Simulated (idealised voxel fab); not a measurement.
Process module, titled voxel released beams
Section shown: cut. Width: 155 nm. Cell size: 5 nm, square.
Throughout this document, each cross-section is represented as a grid of square cells and is presented as a sequence of bands enumerated from the top downward, where a band comprises one or more rows of cells.
Band entry format. Leading values: height of top, height of bottom, nm. Remainder: materials in left-to-right order, each with its width in nm. Special words: "all across" on a single material, which then fills the band edge to edge; "empty", empty space.
The reference from which all heights are counted is 0, the level beneath which the as-received wafer is entirely one material; the lowest band, having no lower bound, proceeds downward and is written after the example "0 nm and below".
Per-row width for "30..40": begins at first number (top row of band), ends at second number (bottom row), increment between rows held constant.
Reading "nothing was modified" for a step: not a cell of the cross-section changed in it.
Entry "Trapped void list". Content: empty spaces with no open connection to the top, size 8 cells or greater. Each: width x height at distance. Distance: from left edge. Unit: nm.
Formally, on a step line, whatever follows the settings is a remark that the simulator itself makes on the step.
When a step includes a mask, the "overlay nm" setting on its line states how far to the right of its planned place that mask lay, and negative values state how far to the left.

LISTED BELOW ARE THE PROCESS STEPS AS PLANNED
| 1 | RECEIVE (material Si) |
| 2 | CONFORMAL_DEP (material Al2O3; thk nm 10) |
| 3 | DIRECTIONAL_DEP (material SiO2; thk nm 10) |
| 4 | DIRECTIONAL_DEP (material aC; thk nm 15) |
| 5 | PATTERN (tone open; mask id ANCHOR; material resist; width nm 40; thk nm 35; overlay nm 0) |
| 6 | DIRECTIONAL_ETCH (etch materials aC; depth nm 15) |
| 7 | STRIP (etch materials resist) |
| 8 | DIRECTIONAL_ETCH (etch materials SiO2; depth nm 10) |
| 9 | STRIP (etch materials aC) |
| 10 | CONFORMAL_DEP (material SiN; thk nm 15) |
| 11 | MASKED_ETCH (tone cover; mask id BEAM; width nm 80; etch materials SiN; depth nm 15; overlay nm 0) |
| 12 | STRIP (etch materials SiO2) |
Across this set of wafers, the varied parameter is the width nm of step 11. Starting conditions are identical for every wafer, and the plan reports the value assigned to the first wafer.

STEP 1 COMPLETE: AS-RECEIVED CROSS-SECTION OF THE FIRST OF SEVERAL WAFERS
> 0 nm and below  Si all across
> Trapped void list: none

WAFER ROWS; END OF MODULE; CELLS PER MATERIAL SINCE RECEIPT: (+) GAINED, (-) LOST; THEN CLOSED VOIDS
width nm 80; +62 Al2O3; +60 SiN; Trapped void list: none
width nm 85; +62 Al2O3; +63 SiN; Trapped void list: none
width nm 90; +62 Al2O3; +66 SiN; Trapped void list: none
width nm 95; +62 Al2O3; +69 SiN; Trapped void list: none
width nm 100; +62 Al2O3; +72 SiN; Trapped void list: none
width nm 105; +62 Al2O3; +75 SiN; Trapped void list: none
